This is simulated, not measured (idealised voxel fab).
process module | voxel wiring stack
cross-section cut | 285 nm wide | cells 5 nm
A cross-section is a grid of square cells, given in bands from the top down. A band is one or more rows of cells.
Each band's line starts with the height of the band's top and of its bottom, in nm. Then come its materials from left to right, each with its width in nm. One material with "throughout" fills the band from edge to edge. "air" is empty space.
Height 0 is the level under which the wafer as received is all one material. The lowest band goes on downwards, as in "0 down".
A width such as "30 to 40" changes by the same amount from each row of cells to the next, from the band's top row to its bottom row.
"no change" after a step means that no cell of the cross-section changed.
closed voids: empty space of 8 cells or more with no open way to the top, each as width x height at its distance from the left edge, in nm
after a step's settings: what the simulator itself notes on the step
overlay nm, on a step with a mask: how far to the right of its planned place the mask lay; to the left if negative
plan
1 op RECEIVE | material Si
2 op CONFORMAL_DEP | material SiO2 | thk nm 15
3 op CONFORMAL_DEP | material SiCN | thk nm 5
4 op DIRECTIONAL_DEP | material lowk | thk nm 15
5 op DIRECTIONAL_DEP | material aC | thk nm 10
6 op PATTERN | tone open | mask id METAL_1 | material resist | width nm 20 | pitch nm 50 | thk nm 30 | overlay nm 0
7 op DIRECTIONAL_ETCH | etch materials aC | depth nm 10
8 op STRIP | etch materials resist
9 op DIRECTIONAL_ETCH | etch materials lowk | depth nm 15
10 op DIRECTIONAL_ETCH | etch materials SiCN | depth nm 5
11 op STRIP | etch materials aC
12 op CONFORMAL_DEP | material TiN | thk nm 5
13 op FILL_DEP | material Cu | thk nm 10
14 op CMP | height nm 35
15 op CONFORMAL_DEP | material SiCN | thk nm 5
16 op DIRECTIONAL_DEP | material lowk | thk nm 30
17 op PATTERN | tone open | mask id METAL_2_HOLES | material resist | width nm 15 | pitch nm 50 | thk nm 15 | overlay nm 0
18 op DIRECTIONAL_ETCH | etch materials lowk | depth nm 30
19 op STRIP | etch materials resist
20 op DIRECTIONAL_DEP | material aC | thk nm 15
21 op PATTERN | tone open | mask id METAL_2 | material resist | width nm 20 | pitch nm 50 | thk nm 35 | overlay nm -15
22 op DIRECTIONAL_ETCH | etch materials aC | depth nm 15
23 op STRIP | etch materials resist
24 op DIRECTIONAL_ETCH | etch materials lowk | depth nm 15
25 op DIRECTIONAL_ETCH | etch materials SiCN | depth nm 5
26 op STRIP | etch materials aC
27 op CONFORMAL_DEP | material TiN | thk nm 5
28 op FILL_DEP | material Cu | thk nm 5
29 op CMP | height nm 70
30 op CONFORMAL_DEP | material SiCN | thk nm 5
varied across the wafers: overlay nm of step 21. The plan shows the first wafer's value. All wafers start alike
first wafer as received, after step 1
  0 down: Si throughout
  closed voids: none
each wafer at the end: cells of each material gained (+) or lost (-) since it was received, then its closed voids
overlay nm -15 | +51 Cu | +156 SiCN | +171 SiO2 | +81 TiN | +396 lowk | closed voids: none
overlay nm -10 | +45 Cu | +153 SiCN | +171 SiO2 | +81 TiN | +405 lowk | closed voids: none
overlay nm -5 | +42 Cu | +150 SiCN | +171 SiO2 | +78 TiN | +414 lowk | closed voids: none
overlay nm 0 | +42 Cu | +150 SiCN | +171 SiO2 | +78 TiN | +414 lowk | closed voids: none
overlay nm 5 | +45 Cu | +153 SiCN | +171 SiO2 | +81 TiN | +405 lowk | closed voids: none
overlay nm 10 | +51 Cu | +156 SiCN | +171 SiO2 | +81 TiN | +396 lowk | closed voids: none
overlay nm 15 | +57 Cu | +159 SiCN | +171 SiO2 | +81 TiN | +387 lowk | closed voids: none
